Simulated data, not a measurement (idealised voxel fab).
process module | voxel released beams
cross-section cut | 160 nm wide | cells 5 nm
A cross-section is a grid of square cells, given in bands from the top down. A band is one or more rows of cells.
Each band's line starts with the height of the band's top and of its bottom, in nm. Then come its materials from left to right, each with its width in nm. One material with "throughout" fills the band from edge to edge. "air" is empty space.
Height 0 is the level under which the wafer as received is all one material. The lowest band goes on downwards, as in "0 down".
A width such as "30 to 40" changes by the same amount from each row of cells to the next, from the band's top row to its bottom row.
"no change" after a step means that no cell of the cross-section changed.
closed voids: empty space of 8 cells or more with no open way to the top, each as width x height at its distance from the left edge, in nm
after a step's settings: what the simulator itself notes on the step
overlay nm, on a step with a mask: how far to the right of its planned place the mask lay; to the left if negative
plan
1 op RECEIVE | material Si
2 op CONFORMAL_DEP | material Al2O3 | thk nm 5
3 op DIRECTIONAL_DEP | material SiO2 | thk nm 20
4 op DIRECTIONAL_DEP | material aC | thk nm 10
5 op PATTERN | tone open | mask id ANCHOR | material resist | width nm 25 | thk nm 25 | overlay nm 0
6 op DIRECTIONAL_ETCH | etch materials aC | depth nm 10
7 op STRIP | etch materials resist
8 op DIRECTIONAL_ETCH | etch materials SiO2 | depth nm 20
9 op STRIP | etch materials aC
10 op CONFORMAL_DEP | material polySi | thk nm 10
11 op PATTERN | tone cover | mask id BEAM | material resist | width nm 90 | thk nm 15 | overlay nm 0
12 op DIRECTIONAL_ETCH | etch materials polySi | depth nm 10
13 op STRIP | etch materials resist
14 op STRIP | etch materials SiO2
as received, after step 1
  0 down: Si throughout
  closed voids: none
a wafer at the end: this start, this plan, one mistake
  35 to 25: air 30 | polySi 10 | air 15 | polySi 65 | air 40
  25 to 15: air 30 | polySi 10 | air 15 | polySi 10 | air 95
  15 to 5: air 30 | polySi 35 | air 95
  5 to 0: Al2O3 throughout
  0 down: Si throughout
  closed voids: none
what went wrong: step 5 ran as: op PATTERN | tone open | mask id ANCHOR | material resist | width nm 35 | thk nm 25 | overlay nm 0
